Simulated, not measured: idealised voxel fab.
process module | voxel ribs on slabs
cross-section cut | 280 nm wide | cells 5 nm
A cross-section is a grid of square cells, given in bands from the top down. A band is one or more rows of cells.
Each band's line starts with the height of the band's top and of its bottom, in nm. Then come its materials from left to right, each with its width in nm. One material with "throughout" fills the band from edge to edge. "air" is empty space.
Height 0 is the level under which the wafer as received is all one material. The lowest band goes on downwards, as in "0 down".
A width such as "30 to 40" changes by the same amount from each row of cells to the next, from the band's top row to its bottom row.
"no change" after a step means that no cell of the cross-section changed.
closed voids: empty space of 8 cells or more with no open way to the top, each as width x height at its distance from the left edge, in nm
after a step's settings: what the simulator itself notes on the step
overlay nm, on a step with a mask: how far to the right of its planned place the mask lay; to the left if negative
plan
1 op RECEIVE | material Si
2 op DIRECTIONAL_DEP | material SiO2 | thk nm 25
3 op DIRECTIONAL_DEP | material polySi | thk nm 25
4 op MASKED_ETCH | tone cover | mask id RIB | width nm 25 | etch materials polySi | depth nm 10 | overlay nm 0
5 op DIRECTIONAL_DEP | material aC | thk nm 15
6 op PATTERN | tone cover | mask id SLAB | material resist | width nm 55 | thk nm 35 | overlay nm 0
7 op DIRECTIONAL_ETCH | etch materials aC | depth nm 15
8 op STRIP | etch materials resist
9 op DIRECTIONAL_ETCH | etch materials polySi | depth nm 15
10 op STRIP | etch materials aC
11 op FILL_DEP | material SiO2 | thk nm 15
12 op CMP | height nm 60
13 op DIRECTIONAL_DEP | material TiN | thk nm 10
14 op MASKED_ETCH | tone cover | mask id HEATER | width nm 35 | etch materials TiN | depth nm 10 | overlay nm 0
15 op CONFORMAL_DEP | material SiN | thk nm 5
as received, after step 1
  0 down: Si throughout
  closed voids: none
a wafer at the end: this start, this plan, one mistake
  75 to 70: air 120 | SiN 35 | air 125
  70 to 65: air 120 | SiN 5 | TiN 25 | SiN 5 | air 125
  65 to 60: SiN 125 | TiN 25 | SiN 130
  60 to 50: SiO2 throughout
  50 to 40: SiO2 125 | polySi 25 | SiO2 130
  40 to 25: SiO2 110 | polySi 55 | SiO2 115
  25 to 0: SiO2 throughout
  0 down: Si throughout
  closed voids: none
what went wrong: step 14 ran as: op MASKED_ETCH | tone cover | mask id HEATER | width nm 25 | etch materials TiN | depth nm 10 | overlay nm 0
